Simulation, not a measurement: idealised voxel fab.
process module | voxel fin reveal
cross-section cut | 200 nm wide | cells 5 nm
A cross-section is a grid of square cells, given in bands from the top down. A band is one or more rows of cells.
Each band's line starts with the height of the band's top and of its bottom, in nm. Then come its materials from left to right, each with its width in nm. One material with "throughout" fills the band from edge to edge. "air" is empty space.
Height 0 is the level under which the wafer as received is all one material. The lowest band goes on downwards, as in "0 down".
A width such as "30 to 40" changes by the same amount from each row of cells to the next, from the band's top row to its bottom row.
"no change" after a step means that no cell of the cross-section changed.
closed voids: empty space of 8 cells or more with no open way to the top, each as width x height at its distance from the left edge, in nm
after a step's settings: what the simulator itself notes on the step
overlay nm, on a step with a mask: how far to the right of its planned place the mask lay; to the left if negative
plan
1 op RECEIVE | material Si
2 op CONFORMAL_DEP | material SiN | thk nm 10
3 op MASKED_ETCH | tone cover | mask id FINS | width nm 15 | pitch nm 35 | etch materials SiN | depth nm 10 | overlay nm 0
4 op MASKED_ETCH | tone cover | mask id FINS | width nm 15 | pitch nm 35 | etch materials Si | depth nm 40 | overlay nm 0
5 op FILL_DEP | material SiO2 | thk nm 15
6 op CMP | height nm 10
7 op SELECTIVE_ETCH | etch materials SiO2 | depth nm 25
8 op STRIP | etch materials SiN
as received, after step 1
  0 down: Si throughout
  closed voids: none
a wafer at the end: this start, this plan, one mistake
  0 to -15: air 75 | Si 15 | air 20 | Si 15 | air 75
  -15 to -25: SiO2 50 | air 25 | Si 15 | air 20 | Si 15 | air 25 | SiO2 50
  -25 to -40: SiO2 75 | Si 15 | SiO2 20 | Si 15 | SiO2 75
  -40 down: Si throughout
  closed voids: none
what went wrong: steps 7 and 8 were swapped
